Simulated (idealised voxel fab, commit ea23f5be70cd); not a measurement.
The document below concerns the process module designated voxel released beams.
In the cross-section labelled cut, the width is 250 nm and each square cell is 5 nm.
For the purposes of this document, a cross-section shall be understood as a grid of square cells, specified as bands listed in top-to-bottom order, each band consisting of one or more rows of cells.
A band entry consists of two parts. The first gives the height of the band's top and the height of its bottom, in nm. The rest lists the band's materials from left to right, each with its width in nm. A single material labelled with the word "full width" fills the band from edge to edge, and the word "blank" marks empty space.
Note: height 0 marks the level under which the wafer is uniformly one material as received. Lowest band unbounded below, written "top 0, no bottom".
You'd read "30->40" like this: the band's top row of cells is as wide as the first number, its bottom row is as wide as the second, and going down, every row changes width by the same amount as the row before did.
No cell of the cross-section changed in a step that is given as "remained unchanged".
You'll see "Closed void listing" listing empty spaces that have no way open to the top, as long as they're 8 cells or more; the notation is width x height at distance, where the distance is from the left edge, and all of it is in nm.
after a step's settings: what the simulator itself notes on the step
On any step carrying a mask, the "overlay nm" setting, if present on the step's line, tells how far right of its planned place the mask lay; negative values point to the left.
# Planned step list for the process
1: RECEIVE with material Si
2: CONFORMAL_DEP with material Al2O3, thk nm 10
3: DIRECTIONAL_DEP with material SiO2, thk nm 15
4: DIRECTIONAL_DEP with material aC, thk nm 15
5: PATTERN with tone open, mask id ANCHOR, material resist, width nm 35, thk nm 35, overlay nm 0
6: DIRECTIONAL_ETCH with etch materials aC, depth nm 15
7: STRIP with etch materials resist
8: DIRECTIONAL_ETCH with etch materials SiO2, depth nm 15
9: STRIP with etch materials aC
10: CONFORMAL_DEP with material W, thk nm 10
11: DIRECTIONAL_DEP with material aC, thk nm 10
12: PATTERN with tone cover, mask id BEAM, material resist, width nm 95, thk nm 25, overlay nm 0
13: DIRECTIONAL_ETCH with etch materials aC, depth nm 10
14: STRIP with etch materials resist
15: DIRECTIONAL_ETCH with etch materials W, depth nm 10
16: STRIP with etch materials aC
17: STRIP with etch materials SiO2
# First wafer out of two, processed as planned
# Shown in cross-section is the wafer as received, that is, as it stands after step 1
* top 0, no bottom | Si full width
* Closed void listing: none
# The wafer, seen in cross-section, after step 2
* top 10, bottom 0 | Al2O3 full width
* Rest of section, below 0: as before.
# The wafer, seen in cross-section, after step 3
* top 25, bottom 10 | SiO2 full width
* Rest of section, below 10: as before.
# The wafer, seen in cross-section, after step 4
* top 40, bottom 25 | aC full width
* Rest of section, below 25: as before.
# The wafer, seen in cross-section, after step 5
* top 75, bottom 40 | resist (80), blank (35), resist (135)
* Rest of section, below 40: as before.
# The wafer, seen in cross-section, after step 6
* top 60, bottom 40 | resist (80), blank (35), resist (135)
* top 40, bottom 25 | aC (80), blank (35), aC (135)
* Rest of section, below 25: as before.
# The wafer, seen in cross-section, after step 7
* top 40, bottom 25 | aC (80), blank (35), aC (135)
* Rest of section, below 25: as before.
# The wafer, seen in cross-section, after step 8
* top 40, bottom 25 | aC (80), blank (35), aC (135)
* top 25, bottom 10 | SiO2 (80), blank (35), SiO2 (135)
* Rest of section, below 10: as before.
# The wafer, seen in cross-section, after step 9
* top 25, bottom 10 | SiO2 (80), blank (35), SiO2 (135)
* Rest of section, below 10: as before.
# The wafer, seen in cross-section, after step 10
* top 35, bottom 25 | W (90), blank (15), W (145)
* top 25, bottom 20 | SiO2 (80), W (10), blank (15), W (10), SiO2 (135)
* top 20, bottom 10 | SiO2 (80), W (35), SiO2 (135)
* Rest of section, below 10: as before.
# The wafer, seen in cross-section, after step 11
* top 45, bottom 35 | aC (90), blank (15), aC (145)
* top 35, bottom 30 | W (90), blank (15), W (145)
* top 30, bottom 25 | W (90), aC (15), W (145)
* top 25, bottom 20 | SiO2 (80), W (10), aC (15), W (10), SiO2 (135)
* Rest of section, below 20: as before.
# The wafer, seen in cross-section, after step 12
* top 70, bottom 45 | blank (75), resist (95), blank (80)
* top 45, bottom 35 | aC (90), resist (15), aC (145)
* top 35, bottom 30 | W (90), resist (15), W (145)
* Rest of section, below 30: as before.
# The wafer, seen in cross-section, after step 13
* top 60, bottom 45 | blank (75), resist (95), blank (80)
* top 45, bottom 35 | blank (75), aC (15), resist (15), aC (65), blank (80)
* Rest of section, below 35: as before.
# The wafer, seen in cross-section, after step 14
* top 45, bottom 35 | blank (75), aC (15), blank (15), aC (65), blank (80)
* top 35, bottom 30 | W (90), blank (15), W (145)
* Rest of section, below 30: as before.
# The wafer, seen in cross-section, after step 15
* top 45, bottom 35 | blank (75), aC (15), blank (15), aC (65), blank (80)
* top 35, bottom 30 | blank (75), W (15), blank (15), W (65), blank (80)
* top 30, bottom 25 | blank (75), W (15), aC (15), W (65), blank (80)
* Rest of section, below 25: as before.
# The wafer, seen in cross-section, after step 16
* top 35, bottom 25 | blank (75), W (15), blank (15), W (65), blank (80)
* top 25, bottom 20 | SiO2 (80), W (10), blank (15), W (10), SiO2 (135)
* Rest of section, below 20: as before.
# The wafer, seen in cross-section, after step 17
* top 35, bottom 25 | blank (75), W (15), blank (15), W (65), blank (80)
* top 25, bottom 20 | blank (80), W (10), blank (15), W (10), blank (135)
* top 20, bottom 10 | blank (80), W (35), blank (135)
* Rest of section, below 10: as before.
# Wafer two of two - same starting point, same process plan, one mistake in execution; matches wafer one up to and including step 4
# The second wafer cut through, at the time step 5 was supposed to be finished
* top 75, bottom 40 | resist (75), blank (45), resist (130)
* Rest of section, below 40: as before.
# The second wafer cut through, at the time step 6 was supposed to be finished
* top 60, bottom 40 | resist (75), blank (45), resist (130)
* top 40, bottom 25 | aC (75), blank (45), aC (130)
* Rest of section, below 25: as before.
# The second wafer cut through, at the time step 7 was supposed to be finished
* top 40, bottom 25 | aC (75), blank (45), aC (130)
* Rest of section, below 25: as before.
# The second wafer cut through, at the time step 8 was supposed to be finished
* top 40, bottom 25 | aC (75), blank (45), aC (130)
* top 25, bottom 10 | SiO2 (75), blank (45), SiO2 (130)
* Rest of section, below 10: as before.
# The second wafer cut through, at the time step 9 was supposed to be finished
* top 25, bottom 10 | SiO2 (75), blank (45), SiO2 (130)
* Rest of section, below 10: as before.
# The second wafer cut through, at the time step 10 was supposed to be finished
* top 35, bottom 25 | W (85), blank (25), W (140)
* top 25, bottom 20 | SiO2 (75), W (10), blank (25), W (10), SiO2 (130)
* top 20, bottom 10 | SiO2 (75), W (45), SiO2 (130)
* Rest of section, below 10: as before.
# The second wafer cut through, at the time step 11 was supposed to be finished
* top 45, bottom 35 | aC (85), blank (25), aC (140)
* top 35, bottom 30 | W (85), blank (25), W (140)
* top 30, bottom 25 | W (85), aC (25), W (140)
* top 25, bottom 20 | SiO2 (75), W (10), aC (25), W (10), SiO2 (130)
* Rest of section, below 20: as before.
# The second wafer cut through, at the time step 12 was supposed to be finished
* top 70, bottom 45 | blank (75), resist (95), blank (80)
* top 45, bottom 35 | aC (85), resist (25), aC (140)
* top 35, bottom 30 | W (85), resist (25), W (140)
* Rest of section, below 30: as before.
# The second wafer cut through, at the time step 13 was supposed to be finished
* top 60, bottom 45 | blank (75), resist (95), blank (80)
* top 45, bottom 35 | blank (75), aC (10), resist (25), aC (60), blank (80)
* Rest of section, below 35: as before.
# The second wafer cut through, at the time step 14 was supposed to be finished
* top 45, bottom 35 | blank (75), aC (10), blank (25), aC (60), blank (80)
* top 35, bottom 30 | W (85), blank (25), W (140)
* Rest of section, below 30: as before.
# The second wafer cut through, at the time step 15 was supposed to be finished
* top 45, bottom 35 | blank (75), aC (10), blank (25), aC (60), blank (80)
* top 35, bottom 30 | blank (75), W (10), blank (25), W (60), blank (80)
* top 30, bottom 25 | blank (75), W (10), aC (25), W (60), blank (80)
* Rest of section, below 25: as before.
# The second wafer cut through, at the time step 16 was supposed to be finished
* top 35, bottom 25 | blank (75), W (10), blank (25), W (60), blank (80)
* top 25, bottom 20 | SiO2 (75), W (10), blank (25), W (10), SiO2 (130)
* Rest of section, below 20: as before.
# The second wafer cut through, at the time step 17 was supposed to be finished
* top 35, bottom 25 | blank (75), W (10), blank (25), W (60), blank (80)
* top 25, bottom 20 | blank (75), W (10), blank (25), W (10), blank (130)
* top 20, bottom 10 | blank (75), W (45), blank (130)
* Rest of section, below 10: as before.
What broke from the plan during processing? step 5 ran differently from the plan; actual operation with settings: PATTERN with tone open, mask id ANCHOR, material resist, width nm 45, thk nm 35, overlay nm 0
When the process is done, the second wafer contains the same cell count of every material as the first wafer, but distributed over other locations.
